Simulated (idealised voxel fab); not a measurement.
Herein follows the process module entitled voxel transistor to metal.
Xsec cut, 160 nm wide, square cell size 5 nm.
A cross-section is written here as square cells arranged in a grid, and it is given in bands from the top down, each band taking up one or more rows of cells. Each band's line starts with the height of the band's top and of its bottom, in nm. Then come its materials from left to right, each with its width in nm. One material with "edge to edge" fills the band from edge to edge. "blank" is empty space. Height datum 0, below which the as-received substrate wafer is one material. Lowest band open at the bottom, running downward: "0 -> down". Quick explanation for "30..40": the width changes in equal steps down the rows of cells, from the first number in the band's top row to the second number in its bottom row. Key: "remains unaltered" - step with no changed cell in the cross-section. Entry "Non-vented voids". Content: empty spaces with no open connection to the top, size 8 cells or greater. Each: width x height at distance. Distance: from left edge. Unit: nm. If you see something after the settings on a step's line, that's the simulator's own remark about that step. If you see "overlay nm" on a step's line and that step has a mask, it's telling you how far right of where it was planned the mask ended up; a negative number means it went left instead.
This section lists the process steps that were planned:
1. RECEIVE (material Si)
2. OXIDIZE (depth nm 5)
3. CONFORMAL_DEP (material SiN; thk nm 15)
4. DIRECTIONAL_DEP (material aC; thk nm 10)
5. PATTERN (tone cover; mask id ACTIVE; material resist; width nm 125; thk nm 30; overlay nm 0)
6. DIRECTIONAL_ETCH (etch materials aC; depth nm 10)
7. STRIP (etch materials resist)
8. DIRECTIONAL_ETCH (etch materials SiN; depth nm 15)
9. DIRECTIONAL_ETCH (etch materials SiO2; depth nm 5)
10. DIRECTIONAL_ETCH (etch materials Si; depth nm 30)
11. STRIP (etch materials aC)
12. OXIDIZE (depth nm 5)
13. FILL_DEP (material SiO2; thk nm 15)
14. CMP (height nm 15)
15. SELECTIVE_ETCH (etch materials SiO2; depth nm 10)
16. STRIP (etch materials SiN)
17. SELECTIVE_ETCH (etch materials SiO2; depth nm 5)
18. OXIDIZE (depth nm 5)
19. DIRECTIONAL_DEP (material polySi; thk nm 20)
20. DIRECTIONAL_DEP (material SiCN; thk nm 10)
21. DIRECTIONAL_DEP (material aC; thk nm 10)
22. PATTERN (tone cover; mask id GATE; material resist; width nm 25; thk nm 30; overlay nm 0)
23. DIRECTIONAL_ETCH (etch materials aC; depth nm 10)
24. STRIP (etch materials resist)
25. DIRECTIONAL_ETCH (etch materials SiCN; depth nm 20)
26. DIRECTIONAL_ETCH (etch materials polySi; depth nm 30)
27. STRIP (etch materials aC)
28. CONFORMAL_DEP (material SiO2; thk nm 5)
29. DIRECTIONAL_ETCH (etch materials SiO2; depth nm 5)
30. CONFORMAL_DEP (material SiN; thk nm 5)
31. DIRECTIONAL_ETCH (etch materials SiN; depth nm 5)
32. DIRECTIONAL_ETCH (etch materials SiO2; depth nm 5)
33. DIRECTIONAL_ETCH (etch materials Si; depth nm 5)
34. EPI (material nSi; thk nm 5)
35. FILL_DEP (material SiO2; thk nm 10)
36. CMP (height nm 25)
37. DIRECTIONAL_DEP (material SiO2; thk nm 15)
38. MASKED_ETCH (tone open; mask id CONTACT; width nm 20; pitch nm 85; etch materials SiO2; depth nm 50; overlay nm 0)
39. CONFORMAL_DEP (material TiN; thk nm 5)
40. FILL_DEP (material Ru; thk nm 5)
41. CMP (height nm 40)
42. DIRECTIONAL_DEP (material TiN; thk nm 5)
43. DIRECTIONAL_DEP (material Ru; thk nm 20)
44. PATTERN (tone cover; mask id METAL_1; material resist; width nm 20; pitch nm 85; thk nm 20; overlay nm 0)
45. DIRECTIONAL_ETCH (etch materials Ru; depth nm 20)
46. DIRECTIONAL_ETCH (etch materials TiN; depth nm 5)
47. STRIP (etch materials resist)
48. CONFORMAL_DEP (material SiN; thk nm 5)
49. FILL_DEP (material SiO2; thk nm 10)
50. CMP (height nm 65)
51. CONFORMAL_DEP (material SiCN; thk nm 5)
Cross-section of the incoming wafer, state after step 1:
	0 -> down = Si edge to edge
	Non-vented voids: none
Starting wafer: above. Plan: above. Run: one mistake. Cross-section after the module: below:
	70 -> 65 = SiCN edge to edge
	65 -> 45 = SiO2=20  SiN=5  Ru=20  SiN=5  SiO2=55  SiN=5  Ru=20  SiN=5  SiO2=25
	45 -> 40 = SiN=25  TiN=20  SiN=65  TiN=20  SiN=30
	40 -> 25 = SiO2=25  TiN=5  Ru=10  TiN=5  SiO2=65  TiN=5  Ru=10  TiN=5  SiO2=30
	25 -> 15 = SiO2=25  TiN=5  Ru=10  TiN=5  SiN=5  SiO2=5  SiCN=25  SiO2=5  SiN=5  SiO2=20  TiN=5  Ru=10  TiN=5  SiO2=30
	15 -> 0 = SiO2=25  TiN=5  Ru=10  TiN=5  SiN=5  SiO2=5  polySi=25  SiO2=5  SiN=5  SiO2=20  TiN=5  Ru=10  TiN=5  SiO2=30
	0 -> -5 = SiO2=15  SiN=5  SiO2=5  TiN=5  Ru=5  TiN=10  SiN=5  SiO2=5  polySi=25  SiO2=5  SiN=5  SiO2=20  TiN=5  Ru=10  TiN=5  SiO2=5  SiN=5  SiO2=20
	-5 -> -10 = SiO2=25  TiN=15  nSi=5  SiO2=45  nSi=5  SiO2=15  TiN=20  SiO2=30
	-10 -> -15 = SiO2=20  nSi=25  Si=45  nSi=45  SiO2=25
	-15 -> -40 = SiO2=20  Si=115  SiO2=25
	-40 -> down = Si edge to edge
	Non-vented voids: none
The plan and the run diverged here: in deviation from the planned setting, step 22 was conducted as PATTERN (tone cover; mask id GATE; material resist; width nm 25; thk nm 30; overlay nm -10)
